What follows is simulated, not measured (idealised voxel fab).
voxel gate over fins: a process module
It is cross-section cut that appears here, measuring 255 nm in width, its square cells being 5 nm in size.
Cross-section, as written here: a square-cell grid given band by band from the top down, where a band holds one or more rows of cells.
The band entry comprises the height of the band's top followed by the height of its bottom, expressed in nm, and subsequently the band's materials from left to right, each stated together with its width in nm. Where a single material is marked with the word "throughout", that material fills the band from edge to edge. The word "empty" represents empty space.
It should be noted that heights are counted from 0, beneath which the wafer as supplied is of one material throughout, and that the lowest band possesses no lower boundary but continues downward, as written in "from 0 down".
Width: "30..40" (first number = top row, second number = bottom row, same change from row to row of cells).
Where the words "no change" appear for a step, the cross-section shows no cell changed by that step; every cell remained as before.
Look at "Enclosed void list" for the closed voids: empty spaces with no open path to the top, sized 8 cells or up. Each is width x height at distance, distance from the left edge, all nm.
Where a step's line continues beyond its settings, the continuation is a remark by the simulator itself on that step.
When a step includes a mask, the "overlay nm" setting on its line states how far to the right of its planned place that mask lay, and negative values state how far to the left.
Planned process steps:
1: RECEIVE with material Si
2: CONFORMAL_DEP with material SiN, thk nm 10
3: PATTERN with tone cover, mask id FINS, material resist, width nm 15, pitch nm 35, thk nm 15, overlay nm 0
4: DIRECTIONAL_ETCH with etch materials SiN, depth nm 10
5: DIRECTIONAL_ETCH with etch materials Si, depth nm 30
6: STRIP with etch materials resist
7: FILL_DEP with material SiO2, thk nm 5
8: CMP with height nm 10
9: SELECTIVE_ETCH with etch materials SiO2, depth nm 25
10: STRIP with etch materials SiN
11: CONFORMAL_DEP with material HfO2, thk nm 5
12: CONFORMAL_DEP with material TiN, thk nm 5
13: CONFORMAL_DEP with material TiAl, thk nm 5
14: CONFORMAL_DEP with material TiN, thk nm 5
15: FILL_DEP with material W, thk nm 15
16: CMP with height nm 30
17: CONFORMAL_DEP with material SiN, thk nm 10
On the first of the two wafers: run conducted according to plan:
Wafer as received: cross-section following step 1:
- from 0 down | Si throughout
- Enclosed void list: none
So this is the wafer cross-section right after step 2:
- from 10 to 0 | SiN throughout
- Heights below 0 show no change.
So this is the wafer cross-section right after step 3:
- from 25 to 10 | empty: 65 / resist: 15 / empty: 20 / resist: 15 / empty: 20 / resist: 15 / empty: 20 / resist: 15 / empty: 70
- Heights below 10 show no change.
So this is the wafer cross-section right after step 4:
- from 25 to 10 | empty: 65 / resist: 15 / empty: 20 / resist: 15 / empty: 20 / resist: 15 / empty: 20 / resist: 15 / empty: 70
- from 10 to 0 | empty: 65 / SiN: 15 / empty: 20 / SiN: 15 / empty: 20 / SiN: 15 / empty: 20 / SiN: 15 / empty: 70
- Heights below 0 show no change.
So this is the wafer cross-section right after step 5:
- from 25 to 10 | empty: 65 / resist: 15 / empty: 20 / resist: 15 / empty: 20 / resist: 15 / empty: 20 / resist: 15 / empty: 70
- from 10 to 0 | empty: 65 / SiN: 15 / empty: 20 / SiN: 15 / empty: 20 / SiN: 15 / empty: 20 / SiN: 15 / empty: 70
- from 0 to -30 | empty: 65 / Si: 15 / empty: 20 / Si: 15 / empty: 20 / Si: 15 / empty: 20 / Si: 15 / empty: 70
- Heights below -30 show no change.
So this is the wafer cross-section right after step 6:
- from 10 to 0 | empty: 65 / SiN: 15 / empty: 20 / SiN: 15 / empty: 20 / SiN: 15 / empty: 20 / SiN: 15 / empty: 70
- Heights below 0 show no change.
So this is the wafer cross-section right after step 7:
- from 15 to 10 | SiO2 throughout
- from 10 to 0 | SiO2: 65 / SiN: 15 / SiO2: 20 / SiN: 15 / SiO2: 20 / SiN: 15 / SiO2: 20 / SiN: 15 / SiO2: 70
- from 0 to -30 | SiO2: 65 / Si: 15 / SiO2: 20 / Si: 15 / SiO2: 20 / Si: 15 / SiO2: 20 / Si: 15 / SiO2: 70
- Heights below -30 show no change.
So this is the wafer cross-section right after step 8:
- from 10 to 0 | SiO2: 65 / SiN: 15 / SiO2: 20 / SiN: 15 / SiO2: 20 / SiN: 15 / SiO2: 20 / SiN: 15 / SiO2: 70
- Heights below 0 show no change.
So this is the wafer cross-section right after step 9:
- from 10 to 0 | empty: 65 / SiN: 15 / empty: 20 / SiN: 15 / empty: 20 / SiN: 15 / empty: 20 / SiN: 15 / empty: 70
- from 0 to -15 | empty: 65 / Si: 15 / empty: 20 / Si: 15 / empty: 20 / Si: 15 / empty: 20 / Si: 15 / empty: 70
- Heights below -15 show no change.
So this is the wafer cross-section right after step 10:
- from 0 to -15 | empty: 65 / Si: 15 / empty: 20 / Si: 15 / empty: 20 / Si: 15 / empty: 20 / Si: 15 / empty: 70
- Heights below -15 show no change.
So this is the wafer cross-section right after step 11:
- from 5 to 0 | empty: 60 / HfO2: 25 / empty: 10 / HfO2: 25 / empty: 10 / HfO2: 25 / empty: 10 / HfO2: 25 / empty: 65
- from 0 to -10 | empty: 60 / HfO2: 5 / Si: 15 / HfO2: 5 / empty: 10 / HfO2: 5 / Si: 15 / HfO2: 5 / empty: 10 / HfO2: 5 / Si: 15 / HfO2: 5 / empty: 10 / HfO2: 5 / Si: 15 / HfO2: 5 / empty: 65
- from -10 to -15 | HfO2: 65 / Si: 15 / HfO2: 20 / Si: 15 / HfO2: 20 / Si: 15 / HfO2: 20 / Si: 15 / HfO2: 70
- Heights below -15 show no change.
So this is the wafer cross-section right after step 12:
- from 10 to 5 | empty: 55 / TiN: 140 / empty: 60
- from 5 to 0 | empty: 55 / TiN: 5 / HfO2: 25 / TiN: 10 / HfO2: 25 / TiN: 10 / HfO2: 25 / TiN: 10 / HfO2: 25 / TiN: 5 / empty: 60
- from 0 to -5 | empty: 55 / TiN: 5 / HfO2: 5 / Si: 15 / HfO2: 5 / TiN: 10 / HfO2: 5 / Si: 15 / HfO2: 5 / TiN: 10 / HfO2: 5 / Si: 15 / HfO2: 5 / TiN: 10 / HfO2: 5 / Si: 15 / HfO2: 5 / TiN: 5 / empty: 60
- from -5 to -10 | TiN: 60 / HfO2: 5 / Si: 15 / HfO2: 5 / TiN: 10 / HfO2: 5 / Si: 15 / HfO2: 5 / TiN: 10 / HfO2: 5 / Si: 15 / HfO2: 5 / TiN: 10 / HfO2: 5 / Si: 15 / HfO2: 5 / TiN: 65
- Heights below -10 show no change.
So this is the wafer cross-section right after step 13:
- from 15 to 10 | empty: 50 / TiAl: 150 / empty: 55
- from 10 to 5 | empty: 50 / TiAl: 5 / TiN: 140 / TiAl: 5 / empty: 55
- from 5 to 0 | empty: 50 / TiAl: 5 / TiN: 5 / HfO2: 25 / TiN: 10 / HfO2: 25 / TiN: 10 / HfO2: 25 / TiN: 10 / HfO2: 25 / TiN: 5 / TiAl: 5 / empty: 55
- from 0 to -5 | TiAl: 55 / TiN: 5 / HfO2: 5 / Si: 15 / HfO2: 5 / TiN: 10 / HfO2: 5 / Si: 15 / HfO2: 5 / TiN: 10 / HfO2: 5 / Si: 15 / HfO2: 5 / TiN: 10 / HfO2: 5 / Si: 15 / HfO2: 5 / TiN: 5 / TiAl: 60
- Heights below -5 show no change.
So this is the wafer cross-section right after step 14:
- from 20 to 15 | empty: 45 / TiN: 160 / empty: 50
- from 15 to 10 | empty: 45 / TiN: 5 / TiAl: 150 / TiN: 5 / empty: 50
- from 10 to 5 | empty: 45 / TiN: 5 / TiAl: 5 / TiN: 140 / TiAl: 5 / TiN: 5 / empty: 50
- from 5 to 0 | TiN: 50 / TiAl: 5 / TiN: 5 / HfO2: 25 / TiN: 10 / HfO2: 25 / TiN: 10 / HfO2: 25 / TiN: 10 / HfO2: 25 / TiN: 5 / TiAl: 5 / TiN: 55
- Heights below 0 show no change.
So this is the wafer cross-section right after step 15:
- from 35 to 20 | W throughout
- from 20 to 15 | W: 45 / TiN: 160 / W: 50
- from 15 to 10 | W: 45 / TiN: 5 / TiAl: 150 / TiN: 5 / W: 50
- from 10 to 5 | W: 45 / TiN: 5 / TiAl: 5 / TiN: 140 / TiAl: 5 / TiN: 5 / W: 50
- Heights below 5 show no change.
So this is the wafer cross-section right after step 16:
- from 30 to 20 | W throughout
- Heights below 20 show no change.
So this is the wafer cross-section right after step 17:
- from 40 to 30 | SiN throughout
- Heights below 30 show no change.
Wafer two of two - same starting point, same process plan, one mistake in execution; matches wafer one up to and including step 14:
Second wafer at the planned finish of step 15, seen in cross-section:
- from 35 to 20 | HfO2 throughout
- from 20 to 15 | HfO2: 45 / TiN: 160 / HfO2: 50
- from 15 to 10 | HfO2: 45 / TiN: 5 / TiAl: 150 / TiN: 5 / HfO2: 50
- from 10 to 5 | HfO2: 45 / TiN: 5 / TiAl: 5 / TiN: 140 / TiAl: 5 / TiN: 5 / HfO2: 50
- Heights below 5 show no change.
Second wafer at the planned finish of step 16, seen in cross-section:
- from 30 to 20 | HfO2 throughout
- Heights below 20 show no change.
Second wafer at the planned finish of step 17, seen in cross-section:
- from 40 to 30 | SiN throughout
- Heights below 30 show no change.
What broke from the plan during processing? step 15 ran as: FILL_DEP with material HfO2, thk nm 15
Bottom line after processing is that, in cells, the second wafer is up or down on some materials versus the first: HfO2: 159 more | W: 159 fewer
